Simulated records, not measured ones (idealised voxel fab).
Process module name: voxel transistor to metal
Cross-section cut: width 185 nm, square cells of 5 nm.
How to read a cross-section here: the picture is a grid of square cells, written as bands going from the top down, and any band can span one or more rows of cells. For a band, the entry starts with two heights in nm, that of the top and then that of the bottom, and carries on with the band's materials in order from left to right, each alongside its width in nm; the word "full width" beside a single material means it fills the band edge to edge, and "air" means empty space. Convention: height 0 is the level below which the wafer, as received, is all one material. The lowest band does not terminate at the bottom but continues downward, represented as "0 -> down". The expression "30->40" gives the width at the extremes of the band, the first number at its top row of cells and the second at its bottom row, with the width changing by equal amounts from each row to the next in between. Key: "nothing different" - step with no changed cell in the cross-section. Entry "Trapped void list" = empty spaces >= 8 cells with no open way to the top; each as width x height at distance, distance from left edge, all nm. Note: text after step settings on the step line = simulator remark on that step. "overlay nm", when on a step's line for a step with a mask, measures how far to the right of its planned place the mask lay; a negative measure means to the left.
-- List of planned process steps
- 1: RECEIVE: material Si
- 2: CONFORMAL_DEP: material SiO2, thk nm 5
- 3: CONFORMAL_DEP: material SiN, thk nm 15
- 4: PATTERN: tone cover, mask id ACTIVE, material resist, width nm 105, thk nm 15, overlay nm 0
- 5: DIRECTIONAL_ETCH: etch materials SiN, depth nm 15
- 6: DIRECTIONAL_ETCH: etch materials SiO2, depth nm 5
- 7: DIRECTIONAL_ETCH: etch materials Si, depth nm 20
- 8: STRIP: etch materials resist
- 9: FILL_DEP: material SiO2, thk nm 15
- 10: CMP: height nm 20
- 11: SELECTIVE_ETCH: etch materials SiO2, depth nm 10
- 12: STRIP: etch materials SiN
- 13: SELECTIVE_ETCH: etch materials SiO2, depth nm 5
- 14: OXIDIZE: depth nm 5
- 15: DIRECTIONAL_DEP: material polySi, thk nm 25
- 16: DIRECTIONAL_DEP: material SiCN, thk nm 10
- 17: DIRECTIONAL_DEP: material aC, thk nm 15
- 18: PATTERN: tone cover, mask id GATE, material resist, width nm 25, thk nm 30, overlay nm 0
- 19: DIRECTIONAL_ETCH: etch materials aC, depth nm 15
- 20: STRIP: etch materials resist
- 21: DIRECTIONAL_ETCH: etch materials SiCN, depth nm 20
- 22: DIRECTIONAL_ETCH: etch materials polySi, depth nm 35
- 23: STRIP: etch materials aC
- 24: CONFORMAL_DEP: material SiO2, thk nm 5
- 25: DIRECTIONAL_ETCH: etch materials SiO2, depth nm 5
- 26: CONFORMAL_DEP: material SiN, thk nm 5
- 27: DIRECTIONAL_ETCH: etch materials SiN, depth nm 5
- 28: DIRECTIONAL_ETCH: etch materials SiO2, depth nm 5
- 29: DIRECTIONAL_ETCH: etch materials Si, depth nm 5
- 30: EPI: material nSi, thk nm 10
- 31: FILL_DEP: material SiO2, thk nm 5
- 32: CMP: height nm 25
- 33: STRIP: etch materials polySi
- 34: SELECTIVE_ETCH: etch materials SiO2, depth nm 5
- 35: CONFORMAL_DEP: material HfO2, thk nm 5
- 36: CONFORMAL_DEP: material TiN, thk nm 5
- 37: FILL_DEP: material W, thk nm 10
- 38: CMP: height nm 20
- 39: DIRECTIONAL_DEP: material SiO2, thk nm 15
- 40: MASKED_ETCH: tone open, mask id CONTACT, width nm 15, pitch nm 70, etch materials SiO2, depth nm 35, overlay nm 0
- 41: CONFORMAL_DEP: material TiN, thk nm 5
- 42: FILL_DEP: material Ru, thk nm 10
- 43: CMP: height nm 35
- 44: CONFORMAL_DEP: material SiCN, thk nm 5
- 45: DIRECTIONAL_DEP: material lowk, thk nm 20
- 46: MASKED_ETCH: tone open, mask id METAL_1, width nm 15, pitch nm 70, etch materials lowk, depth nm 20, overlay nm 0
- 47: MASKED_ETCH: tone open, mask id METAL_1, width nm 15, pitch nm 70, etch materials SiCN, depth nm 5, overlay nm -15
- 48: CONFORMAL_DEP: material TiN, thk nm 5
- 49: FILL_DEP: material Cu, thk nm 5
- 50: CMP: height nm 60
- 51: EPI: material Ru, thk nm 5
- 52: FILL_DEP: material SiCN, thk nm 5
- 53: DIRECTIONAL_DEP: material SiO2, thk nm 30
- 54: PATTERN: tone open, mask id METAL_2, material resist, width nm 15, pitch nm 70, thk nm 15, overlay nm 0
- 55: DIRECTIONAL_ETCH: etch materials SiO2, depth nm 20
- 56: STRIP: etch materials resist
- 57: MASKED_ETCH: tone open, mask id METAL_2_HOLES, width nm 15, pitch nm 70, etch materials SiO2, depth nm 10, overlay nm 0
- 58: MASKED_ETCH: tone open, mask id METAL_2_HOLES, width nm 15, pitch nm 70, etch materials SiCN, depth nm 5, overlay nm 0
- 59: CONFORMAL_DEP: material TiN, thk nm 5
- 60: FILL_DEP: material Ru, thk nm 5
- 61: CMP: height nm 100
- 62: CONFORMAL_DEP: material SiCN, thk nm 5
For this document, wafers share an identical start and vary in the step 47 overlay nm; the plan quotes the first wafer's value.
-- The first of several wafers as received, shown in cross-section; this is its state after step 1
  0 -> down: Si full width
  Trapped void list: none
-- Post step 62, the closing step of the module: first of several wafers, cross-sectioned
  105 -> 100: SiCN full width
  100 -> 70: 50 of SiO2  5 of TiN  5 of Ru  5 of TiN  55 of SiO2  5 of TiN  5 of Ru  5 of TiN  50 of SiO2
  70 -> 65: 50 of SiCN  15 of TiN  55 of SiCN  15 of TiN  50 of SiCN
  65 -> 60: 45 of SiCN  25 of Ru  45 of SiCN  25 of Ru  45 of SiCN
  60 -> 45: 50 of lowk  5 of TiN  5 of Cu  5 of TiN  55 of lowk  5 of TiN  5 of Cu  5 of TiN  50 of lowk
  45 -> 40: 50 of lowk  15 of TiN  55 of lowk  15 of TiN  50 of lowk
  40 -> 35: SiCN full width
  35 -> 20: 50 of SiO2  5 of TiN  5 of Ru  5 of TiN  55 of SiO2  5 of TiN  5 of Ru  5 of TiN  50 of SiO2
  20 -> 10: 50 of SiO2  5 of TiN  5 of Ru  5 of TiN  5 of SiO2  5 of SiN  5 of HfO2  5 of TiN  15 of W  5 of TiN  5 of HfO2  5 of SiN  5 of SiO2  5 of TiN  5 of Ru  5 of TiN  50 of SiO2
  10 -> 5: 50 of SiO2  15 of TiN  5 of SiO2  5 of SiN  5 of HfO2  5 of TiN  15 of W  5 of TiN  5 of HfO2  5 of SiN  5 of SiO2  15 of TiN  50 of SiO2
  5 -> 0: 40 of SiO2  5 of SiN  10 of nSi  5 of TiN  10 of nSi  5 of SiN  5 of HfO2  25 of TiN  5 of HfO2  5 of SiN  10 of nSi  5 of TiN  10 of nSi  5 of SiN  40 of SiO2
  0 -> -5: 45 of SiO2  25 of nSi  5 of SiO2  35 of HfO2  5 of SiO2  25 of nSi  45 of SiO2
  -5 -> -10: 40 of SiO2  5 of Si  25 of nSi  45 of Si  25 of nSi  5 of Si  40 of SiO2
  -10 -> -20: 40 of SiO2  105 of Si  40 of SiO2
  -20 -> down: Si full width
  Trapped void list: none
-- End of module: cross-section, last of several wafers
  105 -> 100: SiCN full width
  100 -> 70: 50 of SiO2  5 of TiN  5 of Ru  5 of TiN  55 of SiO2  5 of TiN  5 of Ru  5 of TiN  50 of SiO2
  70 -> 65: 50 of SiCN  15 of TiN  55 of SiCN  15 of TiN  50 of SiCN
  65 -> 60: 45 of SiCN  25 of Ru  45 of SiCN  25 of Ru  45 of SiCN
  60 -> 45: 50 of lowk  5 of TiN  5 of Cu  5 of TiN  55 of lowk  5 of TiN  5 of Cu  5 of TiN  50 of lowk
  45 -> 40: 50 of lowk  15 of TiN  55 of lowk  15 of TiN  50 of lowk
  40 -> 35: SiCN full width
  35 -> 20: 50 of SiO2  5 of TiN  5 of Ru  5 of TiN  55 of SiO2  5 of TiN  5 of Ru  5 of TiN  50 of SiO2
  20 -> 10: 50 of SiO2  5 of TiN  5 of Ru  5 of TiN  5 of SiO2  5 of SiN  5 of HfO2  5 of TiN  15 of W  5 of TiN  5 of HfO2  5 of SiN  5 of SiO2  5 of TiN  5 of Ru  5 of TiN  50 of SiO2
  10 -> 5: 50 of SiO2  15 of TiN  5 of SiO2  5 of SiN  5 of HfO2  5 of TiN  15 of W  5 of TiN  5 of HfO2  5 of SiN  5 of SiO2  15 of TiN  50 of SiO2
  5 -> 0: 40 of SiO2  5 of SiN  10 of nSi  5 of TiN  10 of nSi  5 of SiN  5 of HfO2  25 of TiN  5 of HfO2  5 of SiN  10 of nSi  5 of TiN  10 of nSi  5 of SiN  40 of SiO2
  0 -> -5: 45 of SiO2  25 of nSi  5 of SiO2  35 of HfO2  5 of SiO2  25 of nSi  45 of SiO2
  -5 -> -10: 40 of SiO2  5 of Si  25 of nSi  45 of Si  25 of nSi  5 of Si  40 of SiO2
  -10 -> -20: 40 of SiO2  105 of Si  40 of SiO2
  -20 -> down: Si full width
  Trapped void list: none
-- For your reference, the table is organized with a row per wafer; each row reflects the wafer at the end of the module, indicating for each material the cells gained (+) or lost (-) since receipt, and thereafter its closed voids
overlay nm -15; +6 Cu; +15 HfO2; +32 Ru; -95 Si; +132 SiCN; +10 SiN; +429 SiO2; +87 TiN; +9 W; +124 lowk; +28 nSi; Trapped void list: none
overlay nm -10; +6 Cu; +15 HfO2; +32 Ru; -95 Si; +130 SiCN; +10 SiN; +429 SiO2; +89 TiN; +9 W; +124 lowk; +28 nSi; Trapped void list: none
overlay nm -5; +6 Cu; +15 HfO2; +32 Ru; -95 Si; +128 SiCN; +10 SiN; +429 SiO2; +91 TiN; +9 W; +124 lowk; +28 nSi; Trapped void list: none
overlay nm 0; +8 Cu; +15 HfO2; +32 Ru; -95 Si; +126 SiCN; +10 SiN; +429 SiO2; +91 TiN; +9 W; +124 lowk; +28 nSi; Trapped void list: none
overlay nm 5; +6 Cu; +15 HfO2; +32 Ru; -95 Si; +128 SiCN; +10 SiN; +429 SiO2; +91 TiN; +9 W; +124 lowk; +28 nSi; Trapped void list: none
overlay nm 10; +6 Cu; +15 HfO2; +32 Ru; -95 Si; +130 SiCN; +10 SiN; +429 SiO2; +89 TiN; +9 W; +124 lowk; +28 nSi; Trapped void list: none
overlay nm 15; +6 Cu; +15 HfO2; +32 Ru; -95 Si; +132 SiCN; +10 SiN; +429 SiO2; +87 TiN; +9 W; +124 lowk; +28 nSi; Trapped void list: none
